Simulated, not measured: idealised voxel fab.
process module | voxel double patterning
Each square cell in cross-section cut measures 5 nm, and the section as a whole is 255 nm wide.
Each cross-section below is a grid of square cells, stated as bands in top-down order, with one or more rows of cells making up each band.
First you get the band's top height and its bottom height, in nm, and then the materials it's made of, left to right, with each width in nm. If you see a single material with "everywhere", that one covers the band edge to edge. "empty" is empty space.
Zero point of the height axis is 0; under it, received wafer = one material. Lowest band: continues down indefinitely, "z 0 and below".
Width: "30..40" (first number = top row, second number = bottom row, same change from row to row of cells).
It should be understood that the words "no modifications", when stated for a given step, signify that the cross-section underwent no change in any of its cells during that step.
"Fully sealed voids" contains a list of empty spaces, each no smaller than 8 cells and without an open way to the top, written in the form width x height at distance with the distance from the left edge and all three in nm.
Step line, after settings: the simulator's comment on this step.
A step's line can hold "overlay nm"; with a mask on that step, the setting says how far right of the planned place the mask lay, while a negative setting says it lay to the left.

### Set out below are the planned steps of the process
step 1: RECEIVE,material Si
step 2: CONFORMAL_DEP,material SiO2,thk nm 5
step 3: DIRECTIONAL_DEP,material W,thk nm 15
step 4: DIRECTIONAL_DEP,material SiCN,thk nm 10
step 5: DIRECTIONAL_DEP,material aC,thk nm 15
step 6: PATTERN,tone open,mask id FIRST,material resist,width nm 15,pitch nm 50,thk nm 30,overlay nm 0
step 7: DIRECTIONAL_ETCH,etch materials aC,depth nm 15
step 8: STRIP,etch materials resist
step 9: DIRECTIONAL_ETCH,etch materials SiCN,depth nm 10
step 10: STRIP,etch materials aC
step 11: PATTERN,tone open,mask id SECOND,material resist,width nm 15,thk nm 20,overlay nm 0
step 12: DIRECTIONAL_ETCH,etch materials SiCN,depth nm 10
step 13: STRIP,etch materials resist
step 14: DIRECTIONAL_ETCH,etch materials W,depth nm 15
step 15: STRIP,etch materials SiCN

### Here's what the wafer looked like in cross-section when it arrived - that's after step 1
    z 0 and below: Si everywhere
    Fully sealed voids: none

### Cross-sectional image of the first of two wafers at the end of the module, the run having proceeded as planned
    z 20 to 5: W=95 / empty=15 / W=10 / empty=15 / W=10 / empty=15 / W=95
    z 5 to 0: SiO2 everywhere
    z 0 and below: Si everywhere
    Fully sealed voids: none

### Cross-sectional view: second of two wafers, end of module; start and plan identical to the first, one mistake in running
    z 20 to 15: SiO2 everywhere
    z 15 to 0: W everywhere
    z 0 and below: Si everywhere
    Fully sealed voids: none
Processing error: the processing plan was not followed for steps 2 and 3, which were run with their positions exchanged
End check, counted in cells, second wafer has more or fewer of these materials than the first: W +27
